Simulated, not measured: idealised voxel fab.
process module | voxel spacer lines
cross-section cut | 185 nm wide | cells 5 nm
A cross-section is a grid of square cells, given in bands from the top down. A band is one or more rows of cells.
Each band's line starts with the height of the band's top and of its bottom, in nm. Then come its materials from left to right, each with its width in nm. One material with "throughout" fills the band from edge to edge. "air" is empty space.
Height 0 is the level under which the wafer as received is all one material. The lowest band goes on downwards, as in "0 down".
A width such as "30 to 40" changes by the same amount from each row of cells to the next, from the band's top row to its bottom row.
"no change" after a step means that no cell of the cross-section changed.
closed voids: empty space of 8 cells or more with no open way to the top, each as width x height at its distance from the left edge, in nm
after a step's settings: what the simulator itself notes on the step
overlay nm, on a step with a mask: how far to the right of its planned place the mask lay; to the left if negative
plan
1 op RECEIVE | material Si
2 op CONFORMAL_DEP | material Al2O3 | thk nm 5
3 op DIRECTIONAL_DEP | material SiN | thk nm 10
4 op DIRECTIONAL_DEP | material polySi | thk nm 30
5 op PATTERN | tone cover | mask id MANDREL | material resist | width nm 15 | pitch nm 50 | thk nm 40 | overlay nm 0
6 op DIRECTIONAL_ETCH | etch materials polySi | depth nm 30
7 op STRIP | etch materials resist
8 op CONFORMAL_DEP | material SiO2 | thk nm 10
9 op DIRECTIONAL_ETCH | etch materials SiO2 | depth nm 10
10 op STRIP | etch materials polySi
11 op DIRECTIONAL_ETCH | etch materials SiN | depth nm 10
12 op STRIP | etch materials SiO2
as received, after step 1
  0 down: Si throughout
  closed voids: none
a wafer at the end: this start, this plan, one mistake
  15 to 5: air 60 | SiN 15 | air 35 | SiN 15 | air 60
  5 to 0: Al2O3 throughout
  0 down: Si throughout
  closed voids: none
what went wrong: step 5 ran as: op PATTERN | tone open | mask id MANDREL | material resist | width nm 15 | pitch nm 50 | thk nm 40 | overlay nm 0
